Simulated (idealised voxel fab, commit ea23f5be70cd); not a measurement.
voxel transistor to metal: a process module
The cross-section on display is named cut; it measures 165 nm wide, and its cells are 5 nm squares.
Cross-section spec: square-cell grid; bands listed top down; each band is one or more rows. The band entry comprises the height of the band's top followed by the height of its bottom, expressed in nm, and subsequently the band's materials from left to right, each stated together with its width in nm. Where a single material is marked with the word "everywhere", that material fills the band from edge to edge. The word "blank" represents empty space. Measure heights from 0. That's the level where, below it, the as-received wafer is all one material. The lowest band is bottomless and extends downward; write it as in "0 nm and below". Top row gets the first number, bottom row gets the second, and each row in between changes by the same step: that is how a band width like "30 to 40" works. Any step labelled "nothing altered" changed none of the cells in the cross-section. In "Enclosed void inventory" the enclosed voids are listed, meaning empty spaces of 8 cells or larger without any opening to the top. The form is width x height at distance, distance from the left edge, units nm. Step line, after settings: the simulator's comment on this step. overlay nm: mask offset rightward from planned place, masked step; negative means leftward offset.
THE STEPS PLANNED FOR THE PROCESS ARE AS FOLLOWS
1) RECEIVE (material Si)
2) CONFORMAL_DEP (material SiO2; thk nm 5)
3) CONFORMAL_DEP (material SiN; thk nm 10)
4) MASKED_ETCH (tone cover; mask id ACTIVE; width nm 105; etch materials SiN; depth nm 10; overlay nm 0)
5) MASKED_ETCH (tone cover; mask id ACTIVE; width nm 105; etch materials SiO2; depth nm 5; overlay nm 0)
6) MASKED_ETCH (tone cover; mask id ACTIVE; width nm 105; etch materials Si; depth nm 30; overlay nm 0)
7) FILL_DEP (material SiO2; thk nm 5)
8) CMP (height nm 15)
9) SELECTIVE_ETCH (etch materials SiO2; depth nm 10)
10) STRIP (etch materials SiN)
11) SELECTIVE_ETCH (etch materials SiO2; depth nm 5)
12) OXIDIZE (depth nm 5)
13) DIRECTIONAL_DEP (material polySi; thk nm 25)
14) DIRECTIONAL_DEP (material SiCN; thk nm 15)
15) PATTERN (tone cover; mask id GATE; material resist; width nm 15; thk nm 20; overlay nm 0)
16) DIRECTIONAL_ETCH (etch materials SiCN; depth nm 25)
17) DIRECTIONAL_ETCH (etch materials polySi; depth nm 35)
18) STRIP (etch materials resist)
19) CONFORMAL_DEP (material SiO2; thk nm 5)
20) DIRECTIONAL_ETCH (etch materials SiO2; depth nm 5)
21) CONFORMAL_DEP (material SiN; thk nm 5)
22) DIRECTIONAL_ETCH (etch materials SiN; depth nm 5)
23) DIRECTIONAL_ETCH (etch materials SiO2; depth nm 5)
24) DIRECTIONAL_ETCH (etch materials Si; depth nm 10)
25) EPI (material pSi; thk nm 15)
26) FILL_DEP (material SiO2; thk nm 5)
27) CMP (height nm 40)
28) DIRECTIONAL_DEP (material SiO2; thk nm 10)
29) DIRECTIONAL_DEP (material aC; thk nm 10)
30) PATTERN (tone open; mask id CONTACT; material resist; width nm 30; pitch nm 55; thk nm 25; overlay nm 0)
31) DIRECTIONAL_ETCH (etch materials aC; depth nm 10)
32) STRIP (etch materials resist)
33) DIRECTIONAL_ETCH (etch materials SiO2; depth nm 50)
34) STRIP (etch materials aC)
35) CONFORMAL_DEP (material TiN; thk nm 5)
36) FILL_DEP (material W; thk nm 10)
37) CMP (height nm 50)
38) DIRECTIONAL_DEP (material TiN; thk nm 5)
39) DIRECTIONAL_DEP (material W; thk nm 20)
40) MASKED_ETCH (tone cover; mask id METAL_1; width nm 15; pitch nm 70; etch materials W; depth nm 20; overlay nm 0)
41) MASKED_ETCH (tone cover; mask id METAL_1; width nm 15; pitch nm 70; etch materials TiN; depth nm 5; overlay nm 0)
42) FILL_DEP (material lowk; thk nm 10)
43) CMP (height nm 75)
44) CONFORMAL_DEP (material SiCN; thk nm 5)
45) DIRECTIONAL_DEP (material lowk; thk nm 25)
46) MASKED_ETCH (tone open; mask id METAL_2; width nm 15; pitch nm 70; etch materials lowk; depth nm 15; overlay nm 0)
47) MASKED_ETCH (tone open; mask id METAL_2_HOLES; width nm 15; pitch nm 70; etch materials lowk; depth nm 10; overlay nm 0)
48) MASKED_ETCH (tone open; mask id METAL_2_HOLES; width nm 15; pitch nm 70; etch materials SiCN; depth nm 5; overlay nm 0)
49) CONFORMAL_DEP (material TiN; thk nm 5)
50) FILL_DEP (material Cu; thk nm 10)
51) CMP (height nm 105)
52) CONFORMAL_DEP (material SiCN; thk nm 5)
AS RECEIVED, AFTER STEP 1
- 0 nm and below | Si everywhere
- Enclosed void inventory: none
POST-MODULE CROSS-SECTION OF THE FIRST OF TWO WAFERS (RUN PER PLAN)
- 110 nm to 105 nm | SiCN everywhere
- 105 nm to 80 nm | 40 of lowk, 5 of TiN, 5 of Cu, 5 of TiN, 55 of lowk, 5 of TiN, 5 of Cu, 5 of TiN, 40 of lowk
- 80 nm to 75 nm | 40 of SiCN, 15 of TiN, 55 of SiCN, 15 of TiN, 40 of SiCN
- 75 nm to 55 nm | 40 of lowk, 15 of W, 55 of lowk, 15 of W, 40 of lowk
- 55 nm to 50 nm | 40 of lowk, 15 of TiN, 55 of lowk, 15 of TiN, 40 of lowk
- 50 nm to 40 nm | 40 of SiO2, 5 of TiN, 20 to 15 of W, 5 to 10 of TiN, 25 of SiO2, 5 to 10 of TiN, 20 to 15 of W, 5 of TiN, 40 of SiO2
- 40 nm to 25 nm | 40 of SiO2, 5 of TiN, 15 of W, 5 of TiN, 5 of SiN, 5 of SiO2, 15 of SiCN, 5 of SiO2, 5 of SiN, 5 of TiN, 15 of W, 5 of TiN, 40 of SiO2
- 25 nm to 15 nm | 40 of SiO2, 5 of TiN, 15 of W, 5 of TiN, 5 of SiN, 5 of SiO2, 15 of polySi, 5 of SiO2, 5 of SiN, 5 of TiN, 15 of W, 5 of TiN, 40 of SiO2
- 15 nm to 10 nm | 40 of SiO2, 25 of TiN, 5 of SiN, 5 of SiO2, 15 of polySi, 5 of SiO2, 5 of SiN, 25 of TiN, 40 of SiO2
- 10 nm to 0 nm | 40 of SiO2, 10 of TiN, 15 of pSi, 5 of SiN, 5 of SiO2, 15 of polySi, 5 of SiO2, 5 of SiN, 15 of pSi, 10 of TiN, 40 of SiO2
- 0 nm to -5 nm | 25 of SiO2, 40 of pSi, 35 of SiO2, 40 of pSi, 25 of SiO2
- -5 nm to -15 nm | 30 of SiO2, 35 of pSi, 35 of Si, 35 of pSi, 30 of SiO2
- -15 nm to -30 nm | 30 of SiO2, 105 of Si, 30 of SiO2
- -30 nm and below | Si everywhere
- Enclosed void inventory: none
HERE'S THE SECOND OF OUR TWO WAFERS SECTIONED AT MODULE END. SAME START AS THE FIRST, SAME PLAN, BUT ONE MISTAKE GOT MADE RUNNING IT
- 110 nm to 105 nm | SiCN everywhere
- 105 nm to 80 nm | 40 of lowk, 5 of TiN, 5 of Cu, 5 of TiN, 55 of lowk, 5 of TiN, 5 of Cu, 5 of TiN, 40 of lowk
- 80 nm to 75 nm | 40 of SiCN, 15 of TiN, 55 of SiCN, 15 of TiN, 40 of SiCN
- 75 nm to 55 nm | 40 of lowk, 15 of W, 55 of lowk, 15 of W, 40 of lowk
- 55 nm to 50 nm | 40 of lowk, 15 of TiN, 55 of lowk, 15 of TiN, 40 of lowk
- 50 nm to 40 nm | 40 of SiO2, 5 of TiN, 20 to 15 of W, 5 to 10 of TiN, 25 of SiO2, 5 to 10 of TiN, 20 to 15 of W, 5 of TiN, 40 of SiO2
- 40 nm to 25 nm | 40 of SiO2, 5 of TiN, 15 of W, 5 of TiN, 5 of SiN, 5 of SiO2, 15 of SiCN, 5 of SiO2, 5 of SiN, 5 of TiN, 15 of W, 5 of TiN, 40 of SiO2
- 25 nm to 10 nm | 40 of SiO2, 5 of TiN, 15 of W, 5 of TiN, 5 of SiN, 5 of SiO2, 15 of polySi, 5 of SiO2, 5 of SiN, 5 of TiN, 15 of W, 5 of TiN, 40 of SiO2
- 10 nm to 5 nm | 40 of SiO2, 5 of TiN, 5 of W, 15 of TiN, 5 of SiN, 5 of SiO2, 15 of polySi, 5 of SiO2, 5 of SiN, 15 of TiN, 5 of W, 5 of TiN, 40 of SiO2
- 5 nm to 0 nm | 40 of SiO2, 15 of TiN, 10 of pSi, 5 of SiN, 5 of SiO2, 15 of polySi, 5 of SiO2, 5 of SiN, 10 of pSi, 15 of TiN, 40 of SiO2
- 0 nm to -5 nm | 55 of SiO2, 10 of pSi, 35 of SiO2, 10 of pSi, 55 of SiO2
- -5 nm to -15 nm | 30 of SiO2, 35 of pSi, 35 of Si, 35 of pSi, 30 of SiO2
- -15 nm to -30 nm | 30 of SiO2, 105 of Si, 30 of SiO2
- -30 nm and below | Si everywhere
- Enclosed void inventory: none
Diagnosis: in deviation from the planned setting, step 25 was conducted as EPI (material pSi; thk nm 10)
At the finish, the second wafer shows more or fewer cells for some materials than the first does: SiO2 +12; W +8; pSi -20
